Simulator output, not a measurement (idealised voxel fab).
process module | voxel double patterning
cross-section cut | 160 nm wide | cells 5 nm
A cross-section is a grid of square cells, given in bands from the top down. A band is one or more rows of cells.
Each band's line starts with the height of the band's top and of its bottom, in nm. Then come its materials from left to right, each with its width in nm. One material with "throughout" fills the band from edge to edge. "air" is empty space.
Height 0 is the level under which the wafer as received is all one material. The lowest band goes on downwards, as in "0 down".
A width such as "30 to 40" changes by the same amount from each row of cells to the next, from the band's top row to its bottom row.
"no change" after a step means that no cell of the cross-section changed.
closed voids: empty space of 8 cells or more with no open way to the top, each as width x height at its distance from the left edge, in nm
after a step's settings: what the simulator itself notes on the step
overlay nm, on a step with a mask: how far to the right of its planned place the mask lay; to the left if negative
plan
1 op RECEIVE | material Si
2 op CONFORMAL_DEP | material SiN | thk nm 5
3 op DIRECTIONAL_DEP | material SiO2 | thk nm 20
4 op DIRECTIONAL_DEP | material SiCN | thk nm 5
5 op DIRECTIONAL_DEP | material aC | thk nm 15
6 op PATTERN | tone open | mask id FIRST | material resist | width nm 15 | pitch nm 50 | thk nm 30 | overlay nm 0
7 op DIRECTIONAL_ETCH | etch materials aC | depth nm 15
8 op STRIP | etch materials resist
9 op DIRECTIONAL_ETCH | etch materials SiCN | depth nm 5
10 op STRIP | etch materials aC
11 op DIRECTIONAL_DEP | material aC | thk nm 10
12 op PATTERN | tone open | mask id SECOND | material resist | width nm 15 | thk nm 25 | overlay nm 0
13 op DIRECTIONAL_ETCH | etch materials aC | depth nm 10
14 op STRIP | etch materials resist
15 op DIRECTIONAL_ETCH | etch materials SiCN | depth nm 5
16 op STRIP | etch materials aC
17 op DIRECTIONAL_ETCH | etch materials SiO2 | depth nm 20
18 op STRIP | etch materials SiCN
as received, after step 1
  0 down: Si throughout
  closed voids: none
first wafer at the end, as planned
  25 to 5: SiO2 45 | air 15 | SiO2 10 | air 15 | SiO2 10 | air 15 | SiO2 50
  5 to 0: SiN throughout
  0 down: Si throughout
  closed voids: none
second wafer at the end: like start, like plan, one mistake
  25 to 5: SiO2 55 | air 30 | SiO2 20 | air 15 | SiO2 40
  5 to 0: SiN throughout
  0 down: Si throughout
  closed voids: none
what went wrong: step 6 ran as: op PATTERN | tone open | mask id FIRST | material resist | width nm 15 | pitch nm 50 | thk nm 30 | overlay nm 10
at the end the second wafer has, in cells: as many of each material as the first, in other places
